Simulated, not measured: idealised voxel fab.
A process module follows: voxel plated lines.
Pictured: cross-section cut, 160 nm wide, on a grid of 5 nm square cells.
A cross-section is written here as square cells arranged in a grid, and it is given in bands from the top down, each band taking up one or more rows of cells. This entry defines a band. It first specifies the height of the band's top and the height of its bottom in nm, and then specifies the band's materials from left to right, stating each material with its width in nm. The word "throughout" identifies a single material that fills the band from edge to edge, while the word "air" identifies empty space. The level at which height equals 0 is the one under which the wafer, as it arrives, is entirely one material. No lower edge exists for the bottom band, which continues downward and is notated as in "0 down". Think of "30..40" as a width that walks from the first number to the second as you go down the band, top row to bottom row, taking equal-sized steps from row to row. No cell of the cross-section changed in a step that is given as "no alteration". The entry titled "Sealed internal voids" provides the empty spaces that have no open way to the top, restricted to those of 8 cells or more. Each is presented as width x height at distance, the distance being measured from the left edge, with all three in nm. Whatever follows a step's settings on its line is a remark the simulator itself makes about that step. If you see "overlay nm" on a step's line and that step has a mask, it's telling you how far right of where it was planned the mask ended up; a negative number means it went left instead.

### Set out below are the planned steps of the process
1 RECEIVE | material Si
2 CONFORMAL_DEP | material SiO2 | thk nm 5
3 DIRECTIONAL_DEP | material TiN | thk nm 5
4 PATTERN | tone open | mask id LINES | material resist | width nm 15 | pitch nm 30 | thk nm 25 | overlay nm 0
5 EPI | material Ru | thk nm 5
6 EPI | material Ru | thk nm 5
7 STRIP | etch materials resist
8 DIRECTIONAL_ETCH | etch materials TiN | depth nm 5
9 CONFORMAL_DEP | material SiO2 | thk nm 5

### The cross-section here shows the wafer as received, i.e. in its state after step 1
- 0 down | Si throughout
- Sealed internal voids: none

### Run as planned - first of the two wafers cross-sectioned at the end of the module
- 25 to 20 | air: 50, SiO2: 25, air: 5, SiO2: 25, air: 55
- 20 to 10 | air: 50, SiO2: 5, Ru: 15, SiO2: 5, air: 5, SiO2: 5, Ru: 15, SiO2: 5, air: 55
- 10 to 5 | SiO2: 55, TiN: 15, SiO2: 15, TiN: 15, SiO2: 60
- 5 to 0 | SiO2 throughout
- 0 down | Si throughout
- Sealed internal voids: none

### Now the second wafer, cross-sectioned at the end of the module. Nothing different at the start, nothing different in the plan compared with the first, just one mistake when it was actually run
- 25 to 20 | air: 40, SiO2: 25, air: 5, SiO2: 25, air: 65
- 20 to 10 | air: 40, SiO2: 5, Ru: 15, SiO2: 5, air: 5, SiO2: 5, Ru: 15, SiO2: 5, air: 65
- 10 to 5 | SiO2: 45, TiN: 15, SiO2: 15, TiN: 15, SiO2: 70
- 5 to 0 | SiO2 throughout
- 0 down | Si throughout
- Sealed internal voids: none
What broke from the plan during processing? it should be noted that step 4 was executed with settings other than those planned, the operation and settings actually applied being PATTERN | tone open | mask id LINES | material resist | width nm 15 | pitch nm 30 | thk nm 25 | overlay nm -10
End check, second vs first wafer: material counts in cells match, positions do not.
